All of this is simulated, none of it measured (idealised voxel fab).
process module | voxel gate over fins
cross-section cut | 140 nm wide | cells 5 nm
A cross-section is a grid of square cells, given in bands from the top down. A band is one or more rows of cells.
Each band's line starts with the height of the band's top and of its bottom, in nm. Then come its materials from left to right, each with its width in nm. One material with "throughout" fills the band from edge to edge. "air" is empty space.
Height 0 is the level under which the wafer as received is all one material. The lowest band goes on downwards, as in "0 down".
A width such as "30 to 40" changes by the same amount from each row of cells to the next, from the band's top row to its bottom row.
"no change" after a step means that no cell of the cross-section changed.
closed voids: empty space of 8 cells or more with no open way to the top, each as width x height at its distance from the left edge, in nm
after a step's settings: what the simulator itself notes on the step
overlay nm, on a step with a mask: how far to the right of its planned place the mask lay; to the left if negative
plan
1 op RECEIVE | material Si
2 op CONFORMAL_DEP | material SiN | thk nm 5
3 op PATTERN | tone cover | mask id FINS | material resist | width nm 15 | pitch nm 45 | thk nm 15 | overlay nm 0
4 op DIRECTIONAL_ETCH | etch materials SiN | depth nm 5
5 op DIRECTIONAL_ETCH | etch materials Si | depth nm 30
6 op STRIP | etch materials resist
7 op OXIDIZE | depth nm 5
8 op FILL_DEP | material SiO2 | thk nm 15
9 op CMP | height nm 5
10 op SELECTIVE_ETCH | etch materials SiO2 | depth nm 20
11 op STRIP | etch materials SiN
12 op CONFORMAL_DEP | material HfO2 | thk nm 5
13 op CONFORMAL_DEP | material TiN | thk nm 5
14 op CONFORMAL_DEP | material TiAl | thk nm 5
15 op CONFORMAL_DEP | material TiN | thk nm 5
16 op FILL_DEP | material W | thk nm 15
17 op CMP | height nm 30
18 op CONFORMAL_DEP | material SiN | thk nm 5
varied across the wafers: thk nm of step 2. The plan shows the first wafer's value. All wafers start alike
first wafer as received, after step 1
  0 down: Si throughout
  closed voids: none
each wafer at the end: cells of each material gained (+) or lost (-) since it was received, then its closed voids
thk nm 5 | +40 HfO2 | -182 Si | +28 SiN | +104 SiO2 | +40 TiAl | +80 TiN | +86 W | closed voids: none
thk nm 10 | +28 HfO2 | +28 SiN | +28 TiAl | +56 TiN | +56 W | closed voids: none
thk nm 15 | +28 HfO2 | +28 SiN | +28 TiAl | +56 TiN | +56 W | closed voids: none
thk nm 20 | +28 HfO2 | +28 SiN | +28 TiAl | +56 TiN | +56 W | closed voids: none
